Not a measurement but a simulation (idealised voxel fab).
You're looking at the process module voxel double patterning.
Square cells of 5 nm make up the cross-section cut, whose width is 295 nm.
The cross-sections in this document take the form of a grid made of square cells. They are written out as bands, in order from top to bottom. Each band consists of one or more rows of cells.
Within each band entry, the heights of the top and of the bottom of the band appear first, in that order and in nm; the materials of the band then follow from left to right, each with its corresponding width in nm. The designation "full width" on a single material indicates that it fills the band from edge to edge; the designation "empty" indicates empty space.
Below 0: as-received wafer, all one material; heights counted from there. Lowest band: no bottom, goes on down, written "0..down".
A width such as "30..40" changes by the same amount from each row of cells to the next, from the band's top row to its bottom row.
The designation "no change occurred", where it is given for a processing step, indicates that no cell of the cross-section was altered in the course of that step.
"Sealed cavities" specifies each empty space that is not open to the top and that occupies no fewer than 8 cells, using the form width x height at distance, the distance measured from the left edge and all three quantities in nm.
Anything after a step's settings on that line? It's the simulator's own note about the step.
overlay nm: step with mask; distance mask lay right of planned place; negative value = left of planned place.
### The following list gives the planned process steps
1 RECEIVE: material Si
2 CONFORMAL_DEP: material SiO2, thk nm 10
3 DIRECTIONAL_DEP: material polySi, thk nm 15
4 DIRECTIONAL_DEP: material SiCN, thk nm 10
5 MASKED_ETCH: tone open, mask id FIRST, width nm 15, pitch nm 50, etch materials SiCN, depth nm 10, overlay nm 0
6 DIRECTIONAL_DEP: material aC, thk nm 5
7 PATTERN: tone open, mask id SECOND, material resist, width nm 15, pitch nm 50, thk nm 35, overlay nm 0
8 DIRECTIONAL_ETCH: etch materials aC, depth nm 15
9 STRIP: etch materials resist
10 DIRECTIONAL_ETCH: etch materials SiCN, depth nm 10
11 STRIP: etch materials aC
12 DIRECTIONAL_ETCH: etch materials polySi, depth nm 15
13 STRIP: etch materials SiCN
Wafers differ in thk nm at step 6; plan lists the first wafer's value; identical starting state.
### As received, i.e. after step 1: cross-section through the first of several wafers
* 0..down | Si full width
* Sealed cavities: none
### Note: the following table is arranged by wafer, a row apiece. Each row reports the end-of-module state: per material, cells gained (+) or cells lost (-) compared with the wafer as received; closed voids follow
thk nm 5 | +118 SiO2 | +132 polySi | Sealed cavities: none
thk nm 10 | +118 SiO2 | +132 polySi | Sealed cavities: none
thk nm 15 | +118 SiO2 | +132 polySi | Sealed cavities: none
thk nm 20 | +118 SiO2 | +150 polySi | Sealed cavities: none
thk nm 25 | +118 SiO2 | +150 polySi | Sealed cavities: none
thk nm 30 | +118 SiO2 | +150 polySi | Sealed cavities: none
